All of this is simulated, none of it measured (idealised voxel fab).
Proc. module: voxel spacer lines
Xsec cut, 265 nm wide, square cell size 5 nm.
Cross-section layout: square cells on a grid; listed as bands, top to bottom; a band spans one or more cell rows.
Band: top and bottom heights (nm) first, top before bottom; then materials from left to right, widths in nm. "everywhere" marks a sole material filling the band edge to edge. "air" denotes empty space.
Where do heights start? At 0: under that level the wafer as delivered is made of one material only. And the lowest band has no floor; it just carries on downward, as in "0..down".
Top row gets the first number, bottom row gets the second, and each row in between changes by the same step: that is how a band width like "30 to 40" works.
Key: "remained the same" - step with no changed cell in the cross-section.
Basically, "Tabulated closed voids" tells you about the enclosed voids: empty spaces with no open way to the top, 8 cells or bigger, each written width x height at distance, where distance is from the left edge, all in nm.
Anything after a step's settings on that line? It's the simulator's own note about the step.
Each step line may optionally specify "overlay nm", which for a step with a mask gives the rightward distance between the mask's planned place and where it lay, a negative value indicating the leftward direction.
PLANNED STEP LIST FOR THE PROCESS
step 1: RECEIVE, material Si
step 2: CONFORMAL_DEP, material Al2O3, thk nm 10
step 3: DIRECTIONAL_DEP, material SiN, thk nm 10
step 4: DIRECTIONAL_DEP, material aC, thk nm 30
step 5: PATTERN, tone cover, mask id MANDREL, material resist, width nm 25, pitch nm 80, thk nm 35, overlay nm 0
step 6: DIRECTIONAL_ETCH, etch materials aC, depth nm 30
step 7: STRIP, etch materials resist
step 8: CONFORMAL_DEP, material SiO2, thk nm 15
step 9: DIRECTIONAL_ETCH, etch materials SiO2, depth nm 15
step 10: STRIP, etch materials aC
step 11: DIRECTIONAL_ETCH, etch materials SiN, depth nm 10
step 12: STRIP, etch materials SiO2
step 13: FILL_DEP, material lowk, thk nm 10
step 14: CMP, height nm 20
AS RECEIVED, AFTER STEP 1
> 0..down = Si everywhere
> Tabulated closed voids: none
FINAL CROSS-SECTION, MODULE RUN WITH ONE MISTAKE (START AND PLAN AS ABOVE)
> 20..10 = lowk everywhere
> 10..0 = lowk (25)  SiN (15)  lowk (25)  SiN (15)  lowk (25)  SiN (15)  lowk (25)  SiN (15)  lowk (25)  SiN (15)  lowk (25)  SiN (15)  lowk (25)
> 0..down = Si everywhere
> Tabulated closed voids: none
What broke from the plan during processing? step 2 was left out
